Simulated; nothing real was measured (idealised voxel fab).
process module | voxel trench capacitor
cross-section cut | 280 nm wide | cells 5 nm
A cross-section is a grid of square cells, given in bands from the top down. A band is one or more rows of cells.
Each band's line starts with the height of the band's top and of its bottom, in nm. Then come its materials from left to right, each with its width in nm. One material with "throughout" fills the band from edge to edge. "air" is empty space.
Height 0 is the level under which the wafer as received is all one material. The lowest band goes on downwards, as in "0 down".
A width such as "30 to 40" changes by the same amount from each row of cells to the next, from the band's top row to its bottom row.
"no change" after a step means that no cell of the cross-section changed.
closed voids: empty space of 8 cells or more with no open way to the top, each as width x height at its distance from the left edge, in nm
after a step's settings: what the simulator itself notes on the step
overlay nm, on a step with a mask: how far to the right of its planned place the mask lay; to the left if negative
plan
1 op RECEIVE | material Si
2 op CONFORMAL_DEP | material SiN | thk nm 10
3 op PATTERN | tone open | mask id TRENCH | material resist | width nm 25 | pitch nm 45 | thk nm 15 | overlay nm 0
4 op DIRECTIONAL_ETCH | etch materials SiN | depth nm 10
5 op DIRECTIONAL_ETCH | etch materials Si | depth nm 35
6 op STRIP | etch materials resist
7 op CONFORMAL_DEP | material Al2O3 | thk nm 5
8 op FILL_DEP | material polySi | thk nm 10
9 op CMP | height nm 10
as received, after step 1
  0 down: Si throughout
  closed voids: none
first wafer at the end, as planned
  10 to 0: SiN 60 | Al2O3 5 | polySi 15 | Al2O3 5 | SiN 20 | Al2O3 5 | polySi 15 | Al2O3 5 | SiN 20 | Al2O3 5 | polySi 15 | Al2O3 5 | SiN 20 | Al2O3 5 | polySi 15 | Al2O3 5 | SiN 60
  0 to -30: Si 60 | Al2O3 5 | polySi 15 | Al2O3 5 | Si 20 | Al2O3 5 | polySi 15 | Al2O3 5 | Si 20 | Al2O3 5 | polySi 15 | Al2O3 5 | Si 20 | Al2O3 5 | polySi 15 | Al2O3 5 | Si 60
  -30 to -35: Si 60 | Al2O3 25 | Si 20 | Al2O3 25 | Si 20 | Al2O3 25 | Si 20 | Al2O3 25 | Si 60
  -35 down: Si throughout
  closed voids: none
second wafer at the end: like start, like plan, one mistake
  10 to 0: SiN 65 | Al2O3 5 | polySi 10 | Al2O3 5 | SiN 25 | Al2O3 5 | polySi 10 | Al2O3 5 | SiN 25 | Al2O3 5 | polySi 10 | Al2O3 5 | SiN 25 | Al2O3 5 | polySi 10 | Al2O3 5 | SiN 60
  0 to -30: Si 65 | Al2O3 5 | polySi 10 | Al2O3 5 | Si 25 | Al2O3 5 | polySi 10 | Al2O3 5 | Si 25 | Al2O3 5 | polySi 10 | Al2O3 5 | Si 25 | Al2O3 5 | polySi 10 | Al2O3 5 | Si 60
  -30 to -35: Si 65 | Al2O3 20 | Si 25 | Al2O3 20 | Si 25 | Al2O3 20 | Si 25 | Al2O3 20 | Si 60
  -35 down: Si throughout
  closed voids: none
what went wrong: step 3 ran as: op PATTERN | tone open | mask id TRENCH | material resist | width nm 20 | pitch nm 45 | thk nm 15 | overlay nm 0
at the end the second wafer has, in cells: 4 fewer of Al2O3 | 28 more of Si | 8 more of SiN | 32 fewer of polySi
